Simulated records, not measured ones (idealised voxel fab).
Title: Process Module voxel gate over fins
Cross-section cut: width 210 nm, square cells of 5 nm.
Square cells in a grid make up a cross-section in this document, and the grid is given as bands, listed from the top down, each one or more rows of cells.
Quick guide to a band line: top height, bottom height (nm) up front; then every material left to right with its width in nm. Only one material and it's marked "edge to edge"? Then it fills the band edge to edge. And "blank" just means empty space.
Below 0: as-received wafer, all one material; heights counted from there. Lowest band: no bottom, goes on down, written "0..down".
Think of "30->40" as a width that walks from the first number to the second as you go down the band, top row to bottom row, taking equal-sized steps from row to row.
Where a step carries "no alteration", the cross-section came out of it unchanged, cell for cell.
Voids not open to the top, 8 cells minimum: see "Closed void inventory". Written width x height at distance; distance is from the left edge; nm.
It should be noted that, on the line of a given step, the content following the step's settings is a remark produced by the simulator itself with respect to that step.
overlay nm: for a step with a mask, the amount by which the mask lay right of where it was planned; a negative amount means left of it.

**Set out below are the planned steps of the process**
1. RECEIVE: material Si
2. CONFORMAL_DEP: material SiN, thk nm 5
3. DIRECTIONAL_DEP: material aC, thk nm 10
4. PATTERN: tone cover, mask id FINS, material resist, width nm 15, pitch nm 40, thk nm 30, overlay nm -15
5. DIRECTIONAL_ETCH: etch materials aC, depth nm 10
6. STRIP: etch materials resist
7. DIRECTIONAL_ETCH: etch materials SiN, depth nm 5
8. DIRECTIONAL_ETCH: etch materials Si, depth nm 40
9. STRIP: etch materials aC
10. OXIDIZE: depth nm 5
11. FILL_DEP: material SiO2, thk nm 10
12. CMP: height nm 5
13. SELECTIVE_ETCH: etch materials SiO2, depth nm 20
14. STRIP: etch materials SiN
15. CONFORMAL_DEP: material HfO2, thk nm 5
16. CONFORMAL_DEP: material TiN, thk nm 5
17. CONFORMAL_DEP: material TiAl, thk nm 5
18. CONFORMAL_DEP: material TiN, thk nm 5
19. FILL_DEP: material W, thk nm 10
20. CMP: height nm 25
21. CONFORMAL_DEP: material SiN, thk nm 10
Wafers differ in overlay nm at step 4; plan lists the first wafer's value; identical starting state.

**first wafer as received, after step 1**
  0..down  Si edge to edge
  Closed void inventory: none

**Cross-section, first of several wafers, end of module, after last step 21**
  35..25  SiN edge to edge
  25..20  W edge to edge
  20..15  W: 45 / TiN: 85 / W: 80
  15..10  W: 45 / TiN: 5 / TiAl: 35 / TiN: 5 / TiAl: 35 / TiN: 5 / W: 80
  10..5  W: 45 / TiN: 5 / TiAl: 5 / TiN: 25 / TiAl: 5 / TiN: 5 / TiAl: 5 / TiN: 25 / TiAl: 5 / TiN: 5 / W: 80
  5..0  TiN: 50 / TiAl: 5 / TiN: 5 / HfO2: 15 / TiN: 5 / TiAl: 5 / TiN: 5 / TiAl: 5 / TiN: 5 / HfO2: 15 / TiN: 5 / TiAl: 5 / TiN: 85
  0..-5  TiAl: 55 / TiN: 5 / HfO2: 5 / Si: 5 / HfO2: 5 / TiN: 5 / TiAl: 15 / TiN: 5 / HfO2: 5 / Si: 5 / HfO2: 5 / TiN: 5 / TiAl: 90
  -5..-10  TiN: 60 / HfO2: 5 / Si: 5 / HfO2: 5 / TiN: 25 / HfO2: 5 / Si: 5 / HfO2: 5 / TiN: 95
  -10..-15  HfO2: 65 / Si: 5 / HfO2: 35 / Si: 5 / HfO2: 100
  -15..-45  SiO2: 65 / Si: 5 / SiO2: 35 / Si: 5 / SiO2: 100
  -45..down  Si edge to edge
  Closed void inventory: none

**Final wafer cross-section at module end**
  35..25  SiN edge to edge
  25..20  W edge to edge
  20..15  W: 75 / TiN: 85 / W: 50
  15..10  W: 75 / TiN: 5 / TiAl: 35 / TiN: 5 / TiAl: 35 / TiN: 5 / W: 50
  10..5  W: 75 / TiN: 5 / TiAl: 5 / TiN: 25 / TiAl: 5 / TiN: 5 / TiAl: 5 / TiN: 25 / TiAl: 5 / TiN: 5 / W: 50
  5..0  TiN: 80 / TiAl: 5 / TiN: 5 / HfO2: 15 / TiN: 5 / TiAl: 5 / TiN: 5 / TiAl: 5 / TiN: 5 / HfO2: 15 / TiN: 5 / TiAl: 5 / TiN: 55
  0..-5  TiAl: 85 / TiN: 5 / HfO2: 5 / Si: 5 / HfO2: 5 / TiN: 5 / TiAl: 15 / TiN: 5 / HfO2: 5 / Si: 5 / HfO2: 5 / TiN: 5 / TiAl: 60
  -5..-10  TiN: 90 / HfO2: 5 / Si: 5 / HfO2: 5 / TiN: 25 / HfO2: 5 / Si: 5 / HfO2: 5 / TiN: 65
  -10..-15  HfO2: 95 / Si: 5 / HfO2: 35 / Si: 5 / HfO2: 70
  -15..-45  SiO2: 95 / Si: 5 / SiO2: 35 / Si: 5 / SiO2: 70
  -45..down  Si edge to edge
  Closed void inventory: none

**The following table contains a row per wafer, in which are reported, at the conclusion of the module, the cells of each material gained (+) or lost (-) since the wafer's receipt, with its closed voids given thereafter**
overlay nm -15; +54 HfO2; -360 Si; +84 SiN; +240 SiO2; +54 TiAl; +105 TiN; +117 W; Closed void inventory: none
overlay nm -10; +54 HfO2; -360 Si; +84 SiN; +240 SiO2; +54 TiAl; +105 TiN; +117 W; Closed void inventory: none
overlay nm -5; +54 HfO2; -360 Si; +84 SiN; +240 SiO2; +54 TiAl; +105 TiN; +117 W; Closed void inventory: none
overlay nm 0; +54 HfO2; -360 Si; +84 SiN; +240 SiO2; +54 TiAl; +105 TiN; +117 W; Closed void inventory: none
overlay nm 5; +54 HfO2; -360 Si; +84 SiN; +240 SiO2; +54 TiAl; +105 TiN; +117 W; Closed void inventory: none
overlay nm 10; +54 HfO2; -360 Si; +84 SiN; +240 SiO2; +54 TiAl; +105 TiN; +117 W; Closed void inventory: none
overlay nm 15; +54 HfO2; -360 Si; +84 SiN; +240 SiO2; +54 TiAl; +105 TiN; +117 W; Closed void inventory: none
